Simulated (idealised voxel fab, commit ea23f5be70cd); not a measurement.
The document below concerns the process module designated voxel wiring stack.
Square cells of 5 nm make up the cross-section cut, whose width is 160 nm.
Cross-section layout: square cells on a grid; listed as bands, top to bottom; a band spans one or more cell rows.
In this notation a band is specified by the heights of its top and bottom, in that order and in nm, after which its materials appear from left to right, each paired with its width in nm. The word "all across" attached to a single material means that material fills the band from edge to edge; the word "empty" stands for empty space.
It should be noted that heights are counted from 0, beneath which the wafer as supplied is of one material throughout, and that the lowest band possesses no lower boundary but continues downward, as written in "from 0 down".
Note: "30->40" means the width goes from the first number (top row of the band) to the second number (bottom row) in equal steps per row of cells.
Where the words "stayed the same" appear for a step, the cross-section shows no cell changed by that step; every cell remained as before.
Any empty space of 8 cells or more lacking an open way to the top shows up in "Sealed voids" as width x height at distance, distance from the left edge, in nm.
On each step's line, the part that comes after the settings is the simulator's own comment on the step.
overlay nm: on a step with a mask, how far right of its planned place the mask lay; negative means left.
Below is the list of planned process steps
1 RECEIVE with material Si
2 CONFORMAL_DEP with material SiO2, thk nm 15
3 CONFORMAL_DEP with material SiN, thk nm 5
4 DIRECTIONAL_DEP with material SiO2, thk nm 25
5 PATTERN with tone open, mask id METAL_1, material resist, width nm 25, pitch nm 45, thk nm 15, overlay nm 0
6 DIRECTIONAL_ETCH with etch materials SiO2, depth nm 25
7 DIRECTIONAL_ETCH with etch materials SiN, depth nm 5
8 STRIP with etch materials resist
9 CONFORMAL_DEP with material TiN, thk nm 5
10 FILL_DEP with material W, thk nm 5
11 CMP with height nm 45
12 CONFORMAL_DEP with material SiCN, thk nm 5
13 DIRECTIONAL_DEP with material SiO2, thk nm 30
14 DIRECTIONAL_DEP with material aC, thk nm 10
15 PATTERN with tone open, mask id METAL_2_HOLES, material resist, width nm 15, pitch nm 90, thk nm 30, overlay nm 0
16 DIRECTIONAL_ETCH with etch materials aC, depth nm 10
17 STRIP with etch materials resist
18 DIRECTIONAL_ETCH with etch materials SiO2, depth nm 30
19 STRIP with etch materials aC
20 DIRECTIONAL_DEP with material aC, thk nm 15
21 PATTERN with tone open, mask id METAL_2, material resist, width nm 25, pitch nm 45, thk nm 35, overlay nm 0
22 DIRECTIONAL_ETCH with etch materials aC, depth nm 15
23 STRIP with etch materials resist
24 DIRECTIONAL_ETCH with etch materials SiO2, depth nm 15
25 DIRECTIONAL_ETCH with etch materials SiCN, depth nm 5
26 STRIP with etch materials aC
27 CONFORMAL_DEP with material TiN, thk nm 5
28 FILL_DEP with material Cu, thk nm 10
29 CMP with height nm 80
30 CONFORMAL_DEP with material SiCN, thk nm 5
Received-state cross-section, reflecting completion of step 1
* from 0 down: Si all across
* Sealed voids: none
The first of the two wafers as seen in cross-section once the module was finished; processing followed the plan
* from 85 to 80: SiCN all across
* from 80 to 70: 20 of SiO2 / 5 of TiN / 15 of Cu / 5 of TiN / 20 of SiO2 / 5 of TiN / 15 of Cu / 5 of TiN / 20 of SiO2 / 5 of TiN / 15 of Cu / 5 of TiN / 25 of SiO2
* from 70 to 65: 20 of SiO2 / 5 of TiN / 5 of Cu / 15 of TiN / 20 of SiO2 / 25 of TiN / 20 of SiO2 / 5 of TiN / 5 of Cu / 15 of TiN / 25 of SiO2
* from 65 to 50: 20 of SiO2 / 5 of TiN / 5 of Cu / 5 of TiN / 75 of SiO2 / 5 of TiN / 5 of Cu / 5 of TiN / 35 of SiO2
* from 50 to 45: 20 of SiCN / 15 of TiN / 75 of SiCN / 15 of TiN / 35 of SiCN
* from 45 to 20: 20 of SiO2 / 5 of TiN / 15 of W / 5 of TiN / 20 of SiO2 / 5 of TiN / 15 of W / 5 of TiN / 20 of SiO2 / 5 of TiN / 15 of W / 5 of TiN / 25 of SiO2
* from 20 to 15: 20 of SiN / 25 of TiN / 20 of SiN / 25 of TiN / 20 of SiN / 25 of TiN / 25 of SiN
* from 15 to 0: SiO2 all across
* from 0 down: Si all across
* Sealed voids: none
This is the second of the two wafers, cross-sectioned at the end of the module; it started exactly like the first and was given the same plan, but it was run with one mistake
* from 85 to 80: SiCN all across
* from 80 to 75: 20 of SiCN / 25 of TiN / 20 of SiCN / 25 of TiN / 20 of SiCN / 25 of TiN / 25 of SiCN
* from 75 to 45: SiO2 all across
* from 45 to 20: 20 of SiO2 / 5 of TiN / 15 of W / 5 of TiN / 20 of SiO2 / 5 of TiN / 15 of W / 5 of TiN / 20 of SiO2 / 5 of TiN / 15 of W / 5 of TiN / 25 of SiO2
* from 20 to 15: 20 of SiN / 25 of TiN / 20 of SiN / 25 of TiN / 20 of SiN / 25 of TiN / 25 of SiN
* from 15 to 0: SiO2 all across
* from 0 down: Si all across
* Sealed voids: none
Against the plan, the run slipped here: sequence error: steps 12 and 13 interchanged
End check, counted in cells, second wafer has more or fewer of these materials than the first: Cu: 26 fewer; SiCN: 9 fewer; SiO2: 63 more; TiN: 28 fewer
